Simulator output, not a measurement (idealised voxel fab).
Documented hereafter: the process module known as voxel spacer lines.
This is section cut - it's 275 nm across, gridded in 5 nm square cells.
This document writes a cross-section as a grid whose cells are square, and gives it as bands, listed from the top down; one or more rows of cells form a band.
In this notation a band is specified by the heights of its top and bottom, in that order and in nm, after which its materials appear from left to right, each paired with its width in nm. The word "edge to edge" attached to a single material means that material fills the band from edge to edge; the word "blank" stands for empty space.
Where do heights start? At 0: under that level the wafer as delivered is made of one material only. And the lowest band has no floor; it just carries on downward, as in "from 0 down".
A two-number width, for instance "30 to 40", indicates that the width is equal to the first number in the top row of the band and to the second number in the bottom row, and that it changes by a constant amount per row of cells.
Basically "all unchanged" means that step didn't change any cell in the cross-section.
What "Closed internal voids" gives you is every empty space of 8 cells or more that is cut off from the top. Each appears as width x height at distance, with the distance taken from the left edge and width, height and distance all in nm.
after a step's settings: what the simulator itself notes on the step
For masked steps, "overlay nm" on the step line gives how far right of plan the mask actually lay; a minus sign means it lay to the left.
## Intended process steps
- 1: RECEIVE with material Si
- 2: CONFORMAL_DEP with material Al2O3, thk nm 5
- 3: DIRECTIONAL_DEP with material SiN, thk nm 10
- 4: DIRECTIONAL_DEP with material aC, thk nm 20
- 5: PATTERN with tone cover, mask id MANDREL, material resist, width nm 15, pitch nm 60, thk nm 30, overlay nm 0
- 6: DIRECTIONAL_ETCH with etch materials aC, depth nm 20
- 7: STRIP with etch materials resist
- 8: CONFORMAL_DEP with material SiO2, thk nm 15
- 9: DIRECTIONAL_ETCH with etch materials SiO2, depth nm 15
- 10: STRIP with etch materials aC
- 11: DIRECTIONAL_ETCH with etch materials SiN, depth nm 10
- 12: STRIP with etch materials SiO2
- 13: FILL_DEP with material lowk, thk nm 5
- 14: CMP with height nm 15
## As received (post step 1): cross-section
- from 0 down = Si edge to edge
- Closed internal voids: none
## This is how the wafer looks in cross-section once the module is done, given the starting state and plan above and one mistake in carrying the plan out
- from 15 to 5 = lowk 55 nm / SiN 15 nm / lowk 20 nm / SiN 15 nm / lowk 10 nm / SiN 15 nm / lowk 20 nm / SiN 15 nm / lowk 10 nm / SiN 15 nm / lowk 20 nm / SiN 15 nm / lowk 50 nm
- from 5 to 0 = Al2O3 edge to edge
- from 0 down = Si edge to edge
- Closed internal voids: none
Error vs. plan: step 5 was processed under conditions differing from the plan, specifically as PATTERN with tone cover, mask id MANDREL, material resist, width nm 20, pitch nm 60, thk nm 30, overlay nm 0
